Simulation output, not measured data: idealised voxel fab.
The name of this process module is voxel fin reveal.
Displayed cross-section: cut, width of 140 nm, square cells sized 5 nm.
Heads up, the way a cross-section reads in here is a grid of square cells, handed over as bands from the top down, with every band being one or more rows of cells.
What a band's entry tells you: where the top is and where the bottom is, as heights in nm, and after that what lies inside, material by material from left to right, each with its width in nm. Empty space is written as the word "air", and a single material marked with the word "full width" occupies the band from edge to edge.
Below 0: as-received wafer, all one material; heights counted from there. Lowest band: no bottom, goes on down, written "0..down".
Graded width ("30->40"): value in top row of band = first number; value in bottom row = second number; row-to-row change constant.
The cross-section has no changed cell in any step marked "identical to before".
What "Sealed void listing" gives you is every empty space of 8 cells or more that is cut off from the top. Each appears as width x height at distance, with the distance taken from the left edge and width, height and distance all in nm.
What comes after the settings on a step's line is commentary from the simulator itself on that step.
A step line may carry the setting "overlay nm", which, for steps involving a mask, states the distance by which the mask lay to the right of its intended position; negative values denote displacement to the left.
## So here's the lineup of process steps we planned
1,RECEIVE with material Si
2,CONFORMAL_DEP with material SiN, thk nm 10
3,MASKED_ETCH with tone cover, mask id FINS, width nm 15, pitch nm 35, etch materials SiN, depth nm 10, overlay nm 0
4,MASKED_ETCH with tone cover, mask id FINS, width nm 15, pitch nm 35, etch materials Si, depth nm 30, overlay nm 0
5,FILL_DEP with material SiO2, thk nm 5
6,CMP with height nm 10
7,SELECTIVE_ETCH with etch materials SiO2, depth nm 25
8,STRIP with etch materials SiN
## Cross-section of the incoming wafer, state after step 1
    0..down: Si full width
    Sealed void listing: none
## First of two wafers, end-of-module section, run followed plan
    0..-15: 45 nm air | 15 nm Si | 20 nm air | 15 nm Si | 45 nm air
    -15..-30: 45 nm SiO2 | 15 nm Si | 20 nm SiO2 | 15 nm Si | 45 nm SiO2
    -30..down: Si full width
    Sealed void listing: none
## Same start, same plan as the first wafer - but one mistake in the run. Cross-section of the second of the two at the end of the module
    0..-15: 45 nm air | 15 nm Si | 20 nm air | 15 nm Si | 45 nm air
    -15..-20: 45 nm SiO2 | 15 nm Si | 20 nm SiO2 | 15 nm Si | 45 nm SiO2
    -20..down: Si full width
    Sealed void listing: none
Nonconformance to the process plan: step 4 deviated from plan and actually ran as MASKED_ETCH with tone cover, mask id FINS, width nm 15, pitch nm 35, etch materials Si, depth nm 20, overlay nm 0
In the final state, the cell counts of the second wafer exceed or fall short of those of the first for the following materials: 44 more of Si | 44 fewer of SiO2
